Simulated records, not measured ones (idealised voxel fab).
process module | voxel plated lines
cross-section cut | 290 nm wide | cells 5 nm
A cross-section is a grid of square cells, given in bands from the top down. A band is one or more rows of cells.
Each band's line starts with the height of the band's top and of its bottom, in nm. Then come its materials from left to right, each with its width in nm. One material with "throughout" fills the band from edge to edge. "air" is empty space.
Height 0 is the level under which the wafer as received is all one material. The lowest band goes on downwards, as in "0 down".
A width such as "30 to 40" changes by the same amount from each row of cells to the next, from the band's top row to its bottom row.
"no change" after a step means that no cell of the cross-section changed.
closed voids: empty space of 8 cells or more with no open way to the top, each as width x height at its distance from the left edge, in nm
after a step's settings: what the simulator itself notes on the step
overlay nm, on a step with a mask: how far to the right of its planned place the mask lay; to the left if negative
plan
1 op RECEIVE | material Si
2 op CONFORMAL_DEP | material Al2O3 | thk nm 10
3 op DIRECTIONAL_DEP | material TiN | thk nm 5
4 op PATTERN | tone open | mask id LINES | material resist | width nm 30 | pitch nm 60 | thk nm 40 | overlay nm 0
5 op EPI | material Ru | thk nm 5
6 op EPI | material Ru | thk nm 5
7 op EPI | material Ru | thk nm 5
8 op STRIP | etch materials resist
9 op DIRECTIONAL_ETCH | etch materials TiN | depth nm 5
10 op CONFORMAL_DEP | material SiO2 | thk nm 5
as received, after step 1
  0 down: Si throughout
  closed voids: none
first wafer at the end, as planned
  35 to 30: air 95 | SiO2 40 | air 20 | SiO2 40 | air 95
  30 to 15: air 95 | SiO2 5 | Ru 30 | SiO2 5 | air 20 | SiO2 5 | Ru 30 | SiO2 5 | air 95
  15 to 10: SiO2 100 | TiN 30 | SiO2 30 | TiN 30 | SiO2 100
  10 to 0: Al2O3 throughout
  0 down: Si throughout
  closed voids: none
second wafer at the end: like start, like plan, one mistake
  35 to 30: air 85 | SiO2 40 | air 20 | SiO2 40 | air 105
  30 to 15: air 85 | SiO2 5 | Ru 30 | SiO2 5 | air 20 | SiO2 5 | Ru 30 | SiO2 5 | air 105
  15 to 10: SiO2 90 | TiN 30 | SiO2 30 | TiN 30 | SiO2 110
  10 to 0: Al2O3 throughout
  0 down: Si throughout
  closed voids: none
what went wrong: step 4 ran as: op PATTERN | tone open | mask id LINES | material resist | width nm 30 | pitch nm 60 | thk nm 40 | overlay nm -10
at the end the second wafer has, in cells: as many of each material as the first, in other places
